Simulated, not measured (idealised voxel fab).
Process module heading - voxel capacitor over wiring
Square cells of 5 nm make up the cross-section cut, whose width is 220 nm.
Cross-section spec: square-cell grid; bands listed top down; each band is one or more rows. Top, bottom (nm), then materials left to right with widths (nm); lone material tagged "full width" fills the whole band edge to edge; "blank" = empty space. Height datum 0, below which the as-received substrate wafer is one material. Lowest band open at the bottom, running downward: "from 0 down". Graded width ("30..40"): value in top row of band = first number; value in bottom row = second number; row-to-row change constant. You'll sometimes find "nothing changed" written for a step, and that's the way of saying that nowhere in the cross-section did a cell change during that step. Trapped void list: empty space of 8 cells or more with no open way to the top, each as width x height at its distance from the left edge, in nm. Note: text after step settings on the step line = simulator remark on that step. A step's line can hold "overlay nm"; with a mask on that step, the setting says how far right of the planned place the mask lay, while a negative setting says it lay to the left.

STEPS PLANNED FOR THE PROCESS
- 1: op RECEIVE | material Si
- 2: op CONFORMAL_DEP | material SiO2 | thk nm 15
- 3: op DIRECTIONAL_DEP | material TiN | thk nm 5
- 4: op DIRECTIONAL_DEP | material W | thk nm 20
- 5: op DIRECTIONAL_DEP | material aC | thk nm 10
- 6: op PATTERN | tone cover | mask id METAL_1 | material resist | width nm 20 | pitch nm 70 | thk nm 30 | overlay nm 0
- 7: op DIRECTIONAL_ETCH | etch materials aC | depth nm 10
- 8: op STRIP | etch materials resist
- 9: op DIRECTIONAL_ETCH | etch materials W | depth nm 20
- 10: op DIRECTIONAL_ETCH | etch materials TiN | depth nm 5
- 11: op STRIP | etch materials aC
- 12: op CONFORMAL_DEP | material SiCN | thk nm 5
- 13: op FILL_DEP | material lowk | thk nm 5
- 14: op CMP | height nm 40
- 15: op CONFORMAL_DEP | material SiCN | thk nm 5
- 16: op DIRECTIONAL_DEP | material lowk | thk nm 20
- 17: op PATTERN | tone open | mask id PLUG_1 | material resist | width nm 15 | thk nm 20 | overlay nm 0
- 18: op DIRECTIONAL_ETCH | etch materials lowk | depth nm 20
- 19: op DIRECTIONAL_ETCH | etch materials SiCN | depth nm 5
- 20: op STRIP | etch materials resist
- 21: op CONFORMAL_DEP | material TiN | thk nm 5
- 22: op FILL_DEP | material Ru | thk nm 5
- 23: op CMP | height nm 65
- 24: op DIRECTIONAL_DEP | material TiN | thk nm 10
- 25: op DIRECTIONAL_DEP | material HfO2 | thk nm 5
- 26: op DIRECTIONAL_DEP | material TiN | thk nm 10
- 27: op PATTERN | tone cover | mask id UPPER_PLATE | material resist | width nm 55 | thk nm 15 | overlay nm 0
- 28: op DIRECTIONAL_ETCH | etch materials TiN | depth nm 10
- 29: op DIRECTIONAL_ETCH | etch materials HfO2 | depth nm 5
- 30: op STRIP | etch materials resist
- 31: op PATTERN | tone cover | mask id LOWER_PLATE | material resist | width nm 65 | thk nm 15 | overlay nm 0
- 32: op DIRECTIONAL_ETCH | etch materials TiN | depth nm 10
- 33: op STRIP | etch materials resist
- 34: op FILL_DEP | material SiO2 | thk nm 15
- 35: op CMP | height nm 100
- 36: op DIRECTIONAL_DEP | material aC | thk nm 15
- 37: op PATTERN | tone open | mask id PLUG_2 | material resist | width nm 15 | thk nm 30 | overlay nm 0
- 38: op DIRECTIONAL_ETCH | etch materials aC | depth nm 15
- 39: op STRIP | etch materials resist
- 40: op DIRECTIONAL_ETCH | etch materials SiO2 | depth nm 10
- 41: op STRIP | etch materials aC
- 42: op CONFORMAL_DEP | material TiN | thk nm 5
- 43: op FILL_DEP | material Cu | thk nm 10
- 44: op CMP | height nm 100
- 45: op CONFORMAL_DEP | material SiN | thk nm 5

THIS IS THE CROSS-SECTION OF THE WAFER AS WE RECEIVED IT, I.E. AFTER STEP 1
- from 0 down | Si full width
- Trapped void list: none

POST-MODULE CROSS-SECTION OF THE FIRST OF TWO WAFERS (RUN PER PLAN)
- from 105 to 100 | SiN full width
- from 100 to 95 | 80 of SiO2 | 5 of TiN | 5 of Cu | 5 of TiN | 125 of SiO2
- from 95 to 90 | 80 of SiO2 | 15 of TiN | 125 of SiO2
- from 90 to 80 | 70 of SiO2 | 55 of TiN | 95 of SiO2
- from 80 to 75 | 70 of SiO2 | 55 of HfO2 | 95 of SiO2
- from 75 to 65 | 65 of SiO2 | 65 of TiN | 90 of SiO2
- from 65 to 45 | 70 of lowk | 5 of TiN | 5 of Ru | 5 of TiN | 135 of lowk
- from 45 to 40 | 70 of SiCN | 15 of TiN | 135 of SiCN
- from 40 to 20 | 60 of lowk | 5 of SiCN | 20 of W | 5 of SiCN | 40 of lowk | 5 of SiCN | 20 of W | 5 of SiCN | 60 of lowk
- from 20 to 15 | 65 of SiCN | 20 of TiN | 50 of SiCN | 20 of TiN | 65 of SiCN
- from 15 to 0 | SiO2 full width
- from 0 down | Si full width
- Trapped void list: none

CROSS-SECTION, WAFER TWO OF TWO, END OF MODULE: SAME START AND PLAN AS WAFER ONE, ONE ERROR IN EXECUTION
- from 105 to 100 | SiN full width
- from 100 to 95 | 80 of SiO2 | 5 of TiN | 5 of Cu | 5 of TiN | 125 of SiO2
- from 95 to 90 | 80 of SiO2 | 15 of TiN | 125 of SiO2
- from 90 to 80 | 70 of SiO2 | 55 of TiN | 95 of SiO2
- from 80 to 75 | 70 of SiO2 | 55 of HfO2 | 95 of SiO2
- from 75 to 65 | 65 of SiO2 | 65 of TiN | 90 of SiO2
- from 65 to 45 | 70 of lowk | 5 of TiN | 5 of Ru | 5 of TiN | 135 of lowk
- from 45 to 40 | 70 of SiCN | 15 of TiN | 135 of SiCN
- from 40 to 35 | 60 of lowk | 30 of SiCN | 40 of lowk | 30 of SiCN | 60 of lowk
- from 35 to 20 | 60 of lowk | 5 of SiCN | 20 of W | 5 of SiCN | 40 of lowk | 5 of SiCN | 20 of W | 5 of SiCN | 60 of lowk
- from 20 to 15 | 65 of SiCN | 20 of W | 50 of SiCN | 20 of W | 65 of SiCN
- from 15 to 0 | SiO2 full width
- from 0 down | Si full width
- Trapped void list: none
Error vs. plan: step 3 was left out
In the final state, the cell counts of the second wafer exceed or fall short of those of the first for the following materials: +8 SiCN, -8 TiN
